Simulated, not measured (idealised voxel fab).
Name of the process module below: voxel self aligned contacts
FYI the section here is cut, 245 nm wide, cells are 5 nm squares.
A cross-section is a grid of square cells, given in bands from the top down. A band is one or more rows of cells.
Read a band's entry like this: the first values are the height of its top and the height of its bottom in nm, and what follows is the sequence of materials from left to right, each with its width in nm. Note that "empty" is empty space, and that a single material marked "all across" reaches across the band from edge to edge.
Heads up on the height convention: 0 is the point under which the incoming wafer is all one material, and the lowest band has no bottom, it just keeps going down, like "0 and below".
The two numbers in a width such as "30->40" mark its ends across the band: the first belongs to the top row of cells, the second to the bottom row, and from each row to the next the width moves by the same amount.
The designation "remained unchanged", where it is given for a processing step, indicates that no cell of the cross-section was altered in the course of that step.
This entry, "Closed internal cavities", enumerates those empty regions of no fewer than 8 cells that possess no open connection to the top. Each region is reported in the form width x height at distance, the distance being taken from the left edge, with all three quantities expressed in nm.
The remark found on a step's line after its settings is issued by the simulator itself and pertains to that step.
overlay nm: on a step with a mask, how far right of its planned place the mask lay; negative means left.
PROCESS STEPS - PLAN
1) RECEIVE [material Si]
2) OXIDIZE [depth nm 5]
3) DIRECTIONAL_DEP [material polySi] [thk nm 25]
4) DIRECTIONAL_DEP [material SiN] [thk nm 15]
5) DIRECTIONAL_DEP [material aC] [thk nm 15]
6) PATTERN [tone cover] [mask id GATE] [material resist] [width nm 35] [pitch nm 70] [thk nm 35] [overlay nm 0]
7) DIRECTIONAL_ETCH [etch materials aC] [depth nm 15]
8) STRIP [etch materials resist]
9) DIRECTIONAL_ETCH [etch materials SiN] [depth nm 15]
10) DIRECTIONAL_ETCH [etch materials polySi] [depth nm 25]
11) STRIP [etch materials aC]
12) CONFORMAL_DEP [material SiN] [thk nm 5]
13) DIRECTIONAL_ETCH [etch materials SiN] [depth nm 5]
14) FILL_DEP [material SiO2] [thk nm 10]
15) CMP [height nm 45]
16) PATTERN [tone open] [mask id CONTACT] [material resist] [width nm 55] [thk nm 15] [overlay nm 0]
17) DIRECTIONAL_ETCH [etch materials SiO2] [depth nm 50]
18) STRIP [etch materials resist]
19) CONFORMAL_DEP [material TiN] [thk nm 5]
20) FILL_DEP [material W] [thk nm 10]
21) CMP [height nm 45]
22) CONFORMAL_DEP [material SiN] [thk nm 5]
INCOMING WAFER IN CROSS-SECTION (STATE: AFTER STEP 1)
  0 and below = Si all across
  Closed internal cavities: none
RESULT OF THE MODULE, CROSS-SECTIONED: START PER ABOVE, PLAN PER ABOVE, ONE ERROR IN HOW IT WAS RUN
  50 down to 45 = SiN all across
  45 down to 40 = 95 SiO2, 20 TiN, 15 SiN, 20 TiN, 95 SiO2
  40 down to 25 = 65 SiO2, 45 SiN, 5 TiN, 15 SiN, 5 TiN, 45 SiN, 65 SiO2
  25 down to 0 = 65 SiO2, 5 SiN, 35 polySi, 5 SiN, 5 TiN, 15 SiN, 5 TiN, 5 SiN, 35 polySi, 5 SiN, 65 SiO2
  0 down to -5 = 110 SiO2, 25 TiN, 110 SiO2
  -5 and below = Si all across
  Closed internal cavities: none
Plan not followed: step 20 did not use the planned setting and instead ran as FILL_DEP [material SiN] [thk nm 10]
